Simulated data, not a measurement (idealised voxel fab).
process module | voxel released beams
cross-section cut | 285 nm wide | cells 5 nm
A cross-section is a grid of square cells, given in bands from the top down. A band is one or more rows of cells.
Each band's line starts with the height of the band's top and of its bottom, in nm. Then come its materials from left to right, each with its width in nm. One material with "throughout" fills the band from edge to edge. "air" is empty space.
Height 0 is the level under which the wafer as received is all one material. The lowest band goes on downwards, as in "0 down".
A width such as "30 to 40" changes by the same amount from each row of cells to the next, from the band's top row to its bottom row.
"no change" after a step means that no cell of the cross-section changed.
closed voids: empty space of 8 cells or more with no open way to the top, each as width x height at its distance from the left edge, in nm
after a step's settings: what the simulator itself notes on the step
overlay nm, on a step with a mask: how far to the right of its planned place the mask lay; to the left if negative
plan
1 op RECEIVE | material Si
2 op CONFORMAL_DEP | material SiN | thk nm 5
3 op DIRECTIONAL_DEP | material SiO2 | thk nm 10
4 op PATTERN | tone open | mask id ANCHOR | material resist | width nm 35 | thk nm 15 | overlay nm 0
5 op DIRECTIONAL_ETCH | etch materials SiO2 | depth nm 10
6 op STRIP | etch materials resist
7 op CONFORMAL_DEP | material polySi | thk nm 15
8 op DIRECTIONAL_DEP | material aC | thk nm 5
9 op PATTERN | tone cover | mask id BEAM | material resist | width nm 115 | thk nm 25 | overlay nm 0
10 op DIRECTIONAL_ETCH | etch materials aC | depth nm 10
11 op STRIP | etch materials resist
12 op DIRECTIONAL_ETCH | etch materials polySi | depth nm 15
13 op STRIP | etch materials aC
14 op STRIP | etch materials SiO2
varied across the wafers: thk nm of step 8. The plan shows the first wafer's value. All wafers start alike
first wafer as received, after step 1
  0 down: Si throughout
  closed voids: none
each wafer at the end: cells of each material gained (+) or lost (-) since it was received, then its closed voids
thk nm 5 | +57 SiN | +81 polySi | closed voids: none
thk nm 10 | +57 SiN | +81 polySi | closed voids: none
thk nm 15 | +57 SiN | +100 SiO2 | +183 polySi | closed voids: none
thk nm 20 | +57 SiN | +100 SiO2 | +183 polySi | closed voids: none
thk nm 25 | +57 SiN | +100 SiO2 | +183 polySi | closed voids: none
